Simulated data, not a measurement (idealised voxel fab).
process module | voxel self aligned vias
cross-section cut | 155 nm wide | cells 5 nm
A cross-section is a grid of square cells, given in bands from the top down. A band is one or more rows of cells.
Each band's line starts with the height of the band's top and of its bottom, in nm. Then come its materials from left to right, each with its width in nm. One material with "throughout" fills the band from edge to edge. "air" is empty space.
Height 0 is the level under which the wafer as received is all one material. The lowest band goes on downwards, as in "0 down".
A width such as "30 to 40" changes by the same amount from each row of cells to the next, from the band's top row to its bottom row.
"no change" after a step means that no cell of the cross-section changed.
closed voids: empty space of 8 cells or more with no open way to the top, each as width x height at its distance from the left edge, in nm
after a step's settings: what the simulator itself notes on the step
overlay nm, on a step with a mask: how far to the right of its planned place the mask lay; to the left if negative
plan
1 op RECEIVE | material Si
2 op CONFORMAL_DEP | material SiO2 | thk nm 10
3 op CONFORMAL_DEP | material SiCN | thk nm 5
4 op DIRECTIONAL_DEP | material lowk | thk nm 25
5 op MASKED_ETCH | tone open | mask id LINES | width nm 20 | pitch nm 45 | etch materials lowk | depth nm 25 | overlay nm 0
6 op CONFORMAL_DEP | material TiN | thk nm 5
7 op FILL_DEP | material W | thk nm 5
8 op CMP | height nm 40
9 op SELECTIVE_ETCH | etch materials W Ru TiN | depth nm 5
10 op FILL_DEP | material SiN | thk nm 10
11 op CMP | height nm 40
12 op DIRECTIONAL_DEP | material lowk | thk nm 20
13 op PATTERN | tone open | mask id VIAS | material resist | width nm 30 | pitch nm 45 | thk nm 15 | overlay nm 0
14 op DIRECTIONAL_ETCH | etch materials lowk | depth nm 20
15 op DIRECTIONAL_ETCH | etch materials SiN | depth nm 5
16 op STRIP | etch materials resist
17 op CONFORMAL_DEP | material TiN | thk nm 5
18 op FILL_DEP | material W | thk nm 10
19 op CMP | height nm 60
20 op CONFORMAL_DEP | material SiN | thk nm 5
first wafer, as planned
as received, after step 1
  0 down: Si throughout
  closed voids: none
after step 2
  10 to 0: SiO2 throughout
  below 0: unchanged
after step 3
  15 to 10: SiCN throughout
  below 10: unchanged
after step 4
  40 to 15: lowk throughout
  below 15: unchanged
after step 5
  40 to 15: lowk 20 | air 20 | lowk 25 | air 20 | lowk 25 | air 20 | lowk 25
  below 15: unchanged
after step 6
  45 to 40: TiN 25 | air 10 | TiN 35 | air 10 | TiN 35 | air 10 | TiN 30
  40 to 20: lowk 20 | TiN 5 | air 10 | TiN 5 | lowk 25 | TiN 5 | air 10 | TiN 5 | lowk 25 | TiN 5 | air 10 | TiN 5 | lowk 25
  20 to 15: lowk 20 | TiN 20 | lowk 25 | TiN 20 | lowk 25 | TiN 20 | lowk 25
  below 15: unchanged
after step 7
  50 to 45: W throughout
  45 to 40: TiN 25 | W 10 | TiN 35 | W 10 | TiN 35 | W 10 | TiN 30
  40 to 20: lowk 20 | TiN 5 | W 10 | TiN 5 | lowk 25 | TiN 5 | W 10 | TiN 5 | lowk 25 | TiN 5 | W 10 | TiN 5 | lowk 25
  below 20: unchanged
after step 8
  40 to 20: lowk 20 | TiN 5 | W 10 | TiN 5 | lowk 25 | TiN 5 | W 10 | TiN 5 | lowk 25 | TiN 5 | W 10 | TiN 5 | lowk 25
  below 20: unchanged
after step 9
  40 to 35: lowk 20 | air 20 | lowk 25 | air 20 | lowk 25 | air 20 | lowk 25
  below 35: unchanged
after step 10
  50 to 40: SiN throughout
  40 to 35: lowk 20 | SiN 20 | lowk 25 | SiN 20 | lowk 25 | SiN 20 | lowk 25
  below 35: unchanged
after step 11
  40 to 35: lowk 20 | SiN 20 | lowk 25 | SiN 20 | lowk 25 | SiN 20 | lowk 25
  below 35: unchanged
after step 12
  60 to 40: lowk throughout
  below 40: unchanged
after step 13
  75 to 60: resist 15 | air 30 | resist 15 | air 30 | resist 15 | air 30 | resist 20
  below 60: unchanged
after step 14
  75 to 60: resist 15 | air 30 | resist 15 | air 30 | resist 15 | air 30 | resist 20
  60 to 40: lowk 15 | air 30 | lowk 15 | air 30 | lowk 15 | air 30 | lowk 20
  below 40: unchanged
after step 15
  75 to 60: resist 15 | air 30 | resist 15 | air 30 | resist 15 | air 30 | resist 20
  60 to 40: lowk 15 | air 30 | lowk 15 | air 30 | lowk 15 | air 30 | lowk 20
  40 to 35: lowk 20 | air 20 | lowk 25 | air 20 | lowk 25 | air 20 | lowk 25
  below 35: unchanged
after step 16
  60 to 40: lowk 15 | air 30 | lowk 15 | air 30 | lowk 15 | air 30 | lowk 20
  below 40: unchanged
after step 17
  65 to 60: TiN 20 | air 20 | TiN 25 | air 20 | TiN 25 | air 20 | TiN 25
  60 to 45: lowk 15 | TiN 5 | air 20 | TiN 5 | lowk 15 | TiN 5 | air 20 | TiN 5 | lowk 15 | TiN 5 | air 20 | TiN 5 | lowk 20
  45 to 40: lowk 15 | TiN 10 | air 10 | TiN 10 | lowk 15 | TiN 10 | air 10 | TiN 10 | lowk 15 | TiN 10 | air 10 | TiN 10 | lowk 20
  40 to 35: lowk 20 | TiN 20 | lowk 25 | TiN 20 | lowk 25 | TiN 20 | lowk 25
  below 35: unchanged
after step 18
  75 to 65: W throughout
  65 to 60: TiN 20 | W 20 | TiN 25 | W 20 | TiN 25 | W 20 | TiN 25
  60 to 45: lowk 15 | TiN 5 | W 20 | TiN 5 | lowk 15 | TiN 5 | W 20 | TiN 5 | lowk 15 | TiN 5 | W 20 | TiN 5 | lowk 20
  45 to 40: lowk 15 | TiN 10 | W 10 | TiN 10 | lowk 15 | TiN 10 | W 10 | TiN 10 | lowk 15 | TiN 10 | W 10 | TiN 10 | lowk 20
  below 40: unchanged
after step 19
  60 to 45: lowk 15 | TiN 5 | W 20 | TiN 5 | lowk 15 | TiN 5 | W 20 | TiN 5 | lowk 15 | TiN 5 | W 20 | TiN 5 | lowk 20
  below 45: unchanged
after step 20
  65 to 60: SiN throughout
  below 60: unchanged
second wafer: like start, like plan, one mistake. Through step 12 it matches the first wafer
when step 13 should have ended
  75 to 60: resist 20 | air 20 | resist 25 | air 20 | resist 25 | air 20 | resist 25
  below 60: unchanged
when step 14 should have ended
  75 to 60: resist 20 | air 20 | resist 25 | air 20 | resist 25 | air 20 | resist 25
  60 to 40: lowk 20 | air 20 | lowk 25 | air 20 | lowk 25 | air 20 | lowk 25
  below 40: unchanged
when step 15 should have ended
  75 to 60: resist 20 | air 20 | resist 25 | air 20 | resist 25 | air 20 | resist 25
  60 to 35: lowk 20 | air 20 | lowk 25 | air 20 | lowk 25 | air 20 | lowk 25
  below 35: unchanged
when step 16 should have ended
  60 to 35: lowk 20 | air 20 | lowk 25 | air 20 | lowk 25 | air 20 | lowk 25
  below 35: unchanged
when step 17 should have ended
  65 to 60: TiN 25 | air 10 | TiN 35 | air 10 | TiN 35 | air 10 | TiN 30
  60 to 40: lowk 20 | TiN 5 | air 10 | TiN 5 | lowk 25 | TiN 5 | air 10 | TiN 5 | lowk 25 | TiN 5 | air 10 | TiN 5 | lowk 25
  40 to 35: lowk 20 | TiN 20 | lowk 25 | TiN 20 | lowk 25 | TiN 20 | lowk 25
  below 35: unchanged
when step 18 should have ended
  75 to 65: W throughout
  65 to 60: TiN 25 | W 10 | TiN 35 | W 10 | TiN 35 | W 10 | TiN 30
  60 to 40: lowk 20 | TiN 5 | W 10 | TiN 5 | lowk 25 | TiN 5 | W 10 | TiN 5 | lowk 25 | TiN 5 | W 10 | TiN 5 | lowk 25
  below 40: unchanged
when step 19 should have ended
  60 to 40: lowk 20 | TiN 5 | W 10 | TiN 5 | lowk 25 | TiN 5 | W 10 | TiN 5 | lowk 25 | TiN 5 | W 10 | TiN 5 | lowk 25
  below 40: unchanged
when step 20 should have ended
  65 to 60: SiN throughout
  below 60: unchanged
what went wrong: step 13 ran as: op PATTERN | tone open | mask id VIAS | material resist | width nm 20 | pitch nm 45 | thk nm 15 | overlay nm 0
at the end the second wafer has, in cells: 6 fewer of TiN | 18 fewer of W | 24 more of lowk
